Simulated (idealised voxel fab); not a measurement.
process module | voxel ribs on slabs
cross-section cut | 240 nm wide | cells 5 nm
A cross-section is a grid of square cells, given in bands from the top down. A band is one or more rows of cells.
Each band's line starts with the height of the band's top and of its bottom, in nm. Then come its materials from left to right, each with its width in nm. One material with "throughout" fills the band from edge to edge. "air" is empty space.
Height 0 is the level under which the wafer as received is all one material. The lowest band goes on downwards, as in "0 down".
A width such as "30 to 40" changes by the same amount from each row of cells to the next, from the band's top row to its bottom row.
"no change" after a step means that no cell of the cross-section changed.
closed voids: empty space of 8 cells or more with no open way to the top, each as width x height at its distance from the left edge, in nm
after a step's settings: what the simulator itself notes on the step
overlay nm, on a step with a mask: how far to the right of its planned place the mask lay; to the left if negative
plan
1 op RECEIVE | material Si
2 op DIRECTIONAL_DEP | material SiO2 | thk nm 30
3 op DIRECTIONAL_DEP | material SiN | thk nm 25
4 op DIRECTIONAL_DEP | material aC | thk nm 10
5 op PATTERN | tone cover | mask id RIB | material resist | width nm 25 | thk nm 25 | overlay nm 0
6 op DIRECTIONAL_ETCH | etch materials aC | depth nm 10
7 op STRIP | etch materials resist
8 op DIRECTIONAL_ETCH | etch materials SiN | depth nm 10
9 op STRIP | etch materials aC
10 op PATTERN | tone cover | mask id SLAB | material resist | width nm 85 | thk nm 20 | overlay nm 0
11 op DIRECTIONAL_ETCH | etch materials SiN | depth nm 15
12 op STRIP | etch materials resist
13 op FILL_DEP | material SiO2 | thk nm 30
14 op CMP | height nm 75
15 op DIRECTIONAL_DEP | material W | thk nm 10
16 op DIRECTIONAL_DEP | material aC | thk nm 15
17 op PATTERN | tone cover | mask id HEATER | material resist | width nm 35 | thk nm 35 | overlay nm 0
18 op DIRECTIONAL_ETCH | etch materials aC | depth nm 15
19 op STRIP | etch materials resist
20 op DIRECTIONAL_ETCH | etch materials W | depth nm 10
21 op STRIP | etch materials aC
22 op CONFORMAL_DEP | material SiN | thk nm 10
as received, after step 1
  0 down: Si throughout
  closed voids: none
a wafer at the end: this start, this plan, one mistake
  95 to 90: air 90 | SiN 55 | air 95
  90 to 85: SiN throughout
  85 to 80: SiN 100 | W 35 | SiN 105
  80 to 75: W throughout
  75 to 55: SiO2 throughout
  55 to 45: SiO2 105 | SiN 25 | SiO2 110
  45 to 30: SiO2 75 | SiN 85 | SiO2 80
  30 to 0: SiO2 throughout
  0 down: Si throughout
  closed voids: none
what went wrong: step 20 ran as: op DIRECTIONAL_ETCH | etch materials W | depth nm 5
